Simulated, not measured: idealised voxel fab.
The following process module bears the name voxel trench capacitor.
Square cell edge 5 nm, section width 265 nm, ID cut.
Each cross-section below is a grid of square cells, stated as bands in top-down order, with one or more rows of cells making up each band.
Look at the band entry: it leads with the top's height and the bottom's height in nm. Then it lists the materials left to right, with a width in nm for each. The word "edge to edge" on a single material says that material fills the band edge to edge. The word "air" is empty space.
Counting heights begins at 0, where everything beneath is, in the wafer as received, one material. The lowest band has no bottom; it goes on downwards, as "0 down" shows.
The width entry "30->40" should be interpreted row by row: the top row of cells in the band takes the first number, the bottom row takes the second number, and the change between adjacent rows is uniform throughout.
Take "nothing got changed" at face value: in the step it is given for, the cross-section changed in none of its cells.
The entry "Enclosed void inventory" lists the empty spaces that cover at least 8 cells and have no open path to the top. Each is written as width x height at distance, where the distance is measured from the left edge and all three values are in nm.
Post-settings text on a step line: simulator's own remark regarding the step.
Among the settings permitted on a step's line is "overlay nm"; applied to a step with a mask, it specifies the extent to which the mask lay to the right of its planned position, whereas a negative figure signifies a position to the left.

Steps planned for the process
1: RECEIVE, material Si
2: CONFORMAL_DEP, material SiN, thk nm 5
3: MASKED_ETCH, tone open, mask id TRENCH, width nm 30, pitch nm 55, etch materials SiN, depth nm 5, overlay nm 0
4: MASKED_ETCH, tone open, mask id TRENCH, width nm 30, pitch nm 55, etch materials Si, depth nm 25, overlay nm 0
5: CONFORMAL_DEP, material HfO2, thk nm 5
6: CONFORMAL_DEP, material TiN, thk nm 5
7: FILL_DEP, material W, thk nm 5
8: CMP, height nm 5

Cross-section of the wafer upon arrival, representing the state reached after step 1
  0 down  Si edge to edge
  Enclosed void inventory: none

The plan above was carried out on the starting structure above with one mistake, and this cross-section shows the wafer at the end of the module
  5 to 0  HfO2: 60, then SiN: 30, then HfO2: 25, then SiN: 30, then HfO2: 25, then SiN: 30, then HfO2: 65
  0 down  Si edge to edge
  Enclosed void inventory: none
Which mistake was made when the wafer was run? step 3 ran as: MASKED_ETCH, tone cover, mask id TRENCH, width nm 30, pitch nm 55, etch materials SiN, depth nm 5, overlay nm 0
